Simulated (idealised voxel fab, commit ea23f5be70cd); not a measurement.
This is a process module. Its name is voxel self aligned contacts.
Section shown: cut. Width: 195 nm. Cell size: 5 nm, square.
Each cross-section below is a grid of square cells, stated as bands in top-down order, with one or more rows of cells making up each band.
What a band's entry tells you: where the top is and where the bottom is, as heights in nm, and after that what lies inside, material by material from left to right, each with its width in nm. Empty space is written as the word "blank", and a single material marked with the word "everywhere" occupies the band from edge to edge.
All heights in this document are referenced to 0, defined as the level beneath which the wafer, as received, consists entirely of one material. The lowest band is not bounded below; it extends indefinitely downward and is written in the form "z 0 and below".
With a width like "30 to 40", each row of cells in the band differs from the next by the same amount, the top row carrying the first number and the bottom row the second.
Given "nothing changed" for a step, no cell of the cross-section differs between before and after that step.
Reported under the label "Enclosed void list" are the empty spaces having no open way to the top and comprising 8 cells or more; the notation for each is width x height at distance, in which the distance is measured from the left edge and all three values are in nm.
Heads up: the bit after the settings on a step's line is the simulator's remark on that step.
If you see "overlay nm" on a step's line and that step has a mask, it's telling you how far right of where it was planned the mask ended up; a negative number means it went left instead.

Process steps (planned):
1,RECEIVE, material Si
2,OXIDIZE, depth nm 5
3,DIRECTIONAL_DEP, material polySi, thk nm 30
4,DIRECTIONAL_DEP, material SiN, thk nm 25
5,PATTERN, tone cover, mask id GATE, material resist, width nm 30, pitch nm 75, thk nm 15, overlay nm 0
6,DIRECTIONAL_ETCH, etch materials SiN, depth nm 25
7,DIRECTIONAL_ETCH, etch materials polySi, depth nm 30
8,STRIP, etch materials resist
9,CONFORMAL_DEP, material SiN, thk nm 10
10,DIRECTIONAL_ETCH, etch materials SiN, depth nm 10
11,FILL_DEP, material SiO2, thk nm 20
12,CMP, height nm 65
13,MASKED_ETCH, tone open, mask id CONTACT, width nm 55, etch materials SiO2, depth nm 70, overlay nm 0
14,CONFORMAL_DEP, material TiN, thk nm 5
15,FILL_DEP, material W, thk nm 5
16,CMP, height nm 65
17,CONFORMAL_DEP, material SiCN, thk nm 5

The first wafer of two, processed as planned:

Shown in cross-section is the wafer as received, that is, as it stands after step 1:
* z 0 and below = Si everywhere
* Enclosed void list: none

Upon completion of step 2, the wafer appears in cross-section as shown:
* z 0 to -5 = SiO2 everywhere
* Unchanged below -5.

Upon completion of step 3, the wafer appears in cross-section as shown:
* z 30 to 0 = polySi everywhere
* Unchanged below 0.

Upon completion of step 4, the wafer appears in cross-section as shown:
* z 55 to 30 = SiN everywhere
* Unchanged below 30.

Upon completion of step 5, the wafer appears in cross-section as shown:
* z 70 to 55 = blank=45 / resist=30 / blank=45 / resist=30 / blank=45
* Unchanged below 55.

Upon completion of step 6, the wafer appears in cross-section as shown:
* z 70 to 55 = blank=45 / resist=30 / blank=45 / resist=30 / blank=45
* z 55 to 30 = blank=45 / SiN=30 / blank=45 / SiN=30 / blank=45
* Unchanged below 30.

Upon completion of step 7, the wafer appears in cross-section as shown:
* z 70 to 55 = blank=45 / resist=30 / blank=45 / resist=30 / blank=45
* z 55 to 30 = blank=45 / SiN=30 / blank=45 / SiN=30 / blank=45
* z 30 to 0 = blank=45 / polySi=30 / blank=45 / polySi=30 / blank=45
* Unchanged below 0.

Upon completion of step 8, the wafer appears in cross-section as shown:
* z 55 to 30 = blank=45 / SiN=30 / blank=45 / SiN=30 / blank=45
* Unchanged below 30.

Upon completion of step 9, the wafer appears in cross-section as shown:
* z 65 to 30 = blank=35 / SiN=50 / blank=25 / SiN=50 / blank=35
* z 30 to 10 = blank=35 / SiN=10 / polySi=30 / SiN=10 / blank=25 / SiN=10 / polySi=30 / SiN=10 / blank=35
* z 10 to 0 = SiN=45 / polySi=30 / SiN=45 / polySi=30 / SiN=45
* Unchanged below 0.

Upon completion of step 10, the wafer appears in cross-section as shown:
* z 55 to 30 = blank=35 / SiN=50 / blank=25 / SiN=50 / blank=35
* z 30 to 0 = blank=35 / SiN=10 / polySi=30 / SiN=10 / blank=25 / SiN=10 / polySi=30 / SiN=10 / blank=35
* Unchanged below 0.

Upon completion of step 11, the wafer appears in cross-section as shown:
* z 75 to 55 = SiO2 everywhere
* z 55 to 30 = SiO2=35 / SiN=50 / SiO2=25 / SiN=50 / SiO2=35
* z 30 to 0 = SiO2=35 / SiN=10 / polySi=30 / SiN=10 / SiO2=25 / SiN=10 / polySi=30 / SiN=10 / SiO2=35
* Unchanged below 0.

Upon completion of step 12, the wafer appears in cross-section as shown:
* z 65 to 55 = SiO2 everywhere
* Unchanged below 55.

Upon completion of step 13, the wafer appears in cross-section as shown:
* z 65 to 55 = SiO2=70 / blank=55 / SiO2=70
* z 55 to 30 = SiO2=35 / SiN=50 / blank=25 / SiN=50 / SiO2=35
* z 30 to 0 = SiO2=35 / SiN=10 / polySi=30 / SiN=10 / blank=25 / SiN=10 / polySi=30 / SiN=10 / SiO2=35
* z 0 to -5 = SiO2=85 / blank=25 / SiO2=85
* Unchanged below -5.

Upon completion of step 14, the wafer appears in cross-section as shown:
* z 70 to 65 = TiN=75 / blank=45 / TiN=75
* z 65 to 55 = SiO2=70 / TiN=5 to 20 / blank=45 to 15 / TiN=5 to 20 / SiO2=70
* z 55 to 30 = SiO2=35 / SiN=50 / TiN=5 / blank=15 / TiN=5 / SiN=50 / SiO2=35
* z 30 to 0 = SiO2=35 / SiN=10 / polySi=30 / SiN=10 / TiN=5 / blank=15 / TiN=5 / SiN=10 / polySi=30 / SiN=10 / SiO2=35
* z 0 to -5 = SiO2=85 / TiN=25 / SiO2=85
* Unchanged below -5.

Upon completion of step 15, the wafer appears in cross-section as shown:
* z 75 to 70 = W everywhere
* z 70 to 65 = TiN=75 / W=45 / TiN=75
* z 65 to 55 = SiO2=70 / TiN=5 to 20 / W=45 to 15 / TiN=5 to 20 / SiO2=70
* z 55 to 30 = SiO2=35 / SiN=50 / TiN=5 / W=15 / TiN=5 / SiN=50 / SiO2=35
* z 30 to 0 = SiO2=35 / SiN=10 / polySi=30 / SiN=10 / TiN=5 / W=15 / TiN=5 / SiN=10 / polySi=30 / SiN=10 / SiO2=35
* Unchanged below 0.

Upon completion of step 16, the wafer appears in cross-section as shown:
* z 65 to 55 = SiO2=70 / TiN=5 to 20 / W=45 to 15 / TiN=5 to 20 / SiO2=70
* Unchanged below 55.

Upon completion of step 17, the wafer appears in cross-section as shown:
* z 70 to 65 = SiCN everywhere
* Unchanged below 65.

Second wafer - shared start and plan with the first - one error in running - same as the first up to step 4 inclusive:

Planned end of step 5: second wafer, cross-section:
* z 70 to 55 = resist=45 / blank=30 / resist=45 / blank=30 / resist=45
* Unchanged below 55.

Planned end of step 6: second wafer, cross-section:
* z 70 to 55 = resist=45 / blank=30 / resist=45 / blank=30 / resist=45
* z 55 to 30 = SiN=45 / blank=30 / SiN=45 / blank=30 / SiN=45
* Unchanged below 30.

Planned end of step 7: second wafer, cross-section:
* z 70 to 55 = resist=45 / blank=30 / resist=45 / blank=30 / resist=45
* z 55 to 30 = SiN=45 / blank=30 / SiN=45 / blank=30 / SiN=45
* z 30 to 0 = polySi=45 / blank=30 / polySi=45 / blank=30 / polySi=45
* Unchanged below 0.

Planned end of step 8: second wafer, cross-section:
* z 55 to 30 = SiN=45 / blank=30 / SiN=45 / blank=30 / SiN=45
* Unchanged below 30.

Planned end of step 9: second wafer, cross-section:
* z 65 to 30 = SiN=55 / blank=10 / SiN=65 / blank=10 / SiN=55
* z 30 to 10 = polySi=45 / SiN=10 / blank=10 / SiN=10 / polySi=45 / SiN=10 / blank=10 / SiN=10 / polySi=45
* z 10 to 0 = polySi=45 / SiN=30 / polySi=45 / SiN=30 / polySi=45
* Unchanged below 0.

Planned end of step 10: second wafer, cross-section:
* z 55 to 30 = SiN=55 / blank=10 / SiN=65 / blank=10 / SiN=55
* z 30 to 0 = polySi=45 / SiN=10 / blank=10 / SiN=10 / polySi=45 / SiN=10 / blank=10 / SiN=10 / polySi=45
* Unchanged below 0.

Planned end of step 11: second wafer, cross-section:
* z 75 to 55 = SiO2 everywhere
* z 55 to 30 = SiN=55 / SiO2=10 / SiN=65 / SiO2=10 / SiN=55
* z 30 to 0 = polySi=45 / SiN=10 / SiO2=10 / SiN=10 / polySi=45 / SiN=10 / SiO2=10 / SiN=10 / polySi=45
* Unchanged below 0.

Planned end of step 12: second wafer, cross-section:
* z 65 to 55 = SiO2 everywhere
* Unchanged below 55.

Planned end of step 13: second wafer, cross-section:
* z 65 to 55 = SiO2=70 / blank=55 / SiO2=70
* Unchanged below 55.

Planned end of step 14: second wafer, cross-section:
* z 70 to 65 = TiN=75 / blank=45 / TiN=75
* z 65 to 60 = SiO2=70 / TiN=5 / blank=45 / TiN=5 / SiO2=70
* z 60 to 55 = SiO2=70 / TiN=55 / SiO2=70
* Unchanged below 55.

Planned end of step 15: second wafer, cross-section:
* z 75 to 70 = W everywhere
* z 70 to 65 = TiN=75 / W=45 / TiN=75
* z 65 to 60 = SiO2=70 / TiN=5 / W=45 / TiN=5 / SiO2=70
* Unchanged below 60.

Planned end of step 16: second wafer, cross-section:
* z 65 to 60 = SiO2=70 / TiN=5 / W=45 / TiN=5 / SiO2=70
* Unchanged below 60.

Planned end of step 17: second wafer, cross-section:
* z 70 to 65 = SiCN everywhere
* Unchanged below 65.
What broke from the plan during processing? planned and actual differ for step 5; actual: PATTERN, tone open, mask id GATE, material resist, width nm 30, pitch nm 75, thk nm 15, overlay nm 0
Final tally in cells, some materials are higher or lower on the second wafer than on the first: 75 more of SiN; 105 fewer of SiO2; 24 fewer of TiN; 36 fewer of W; 90 more of polySi
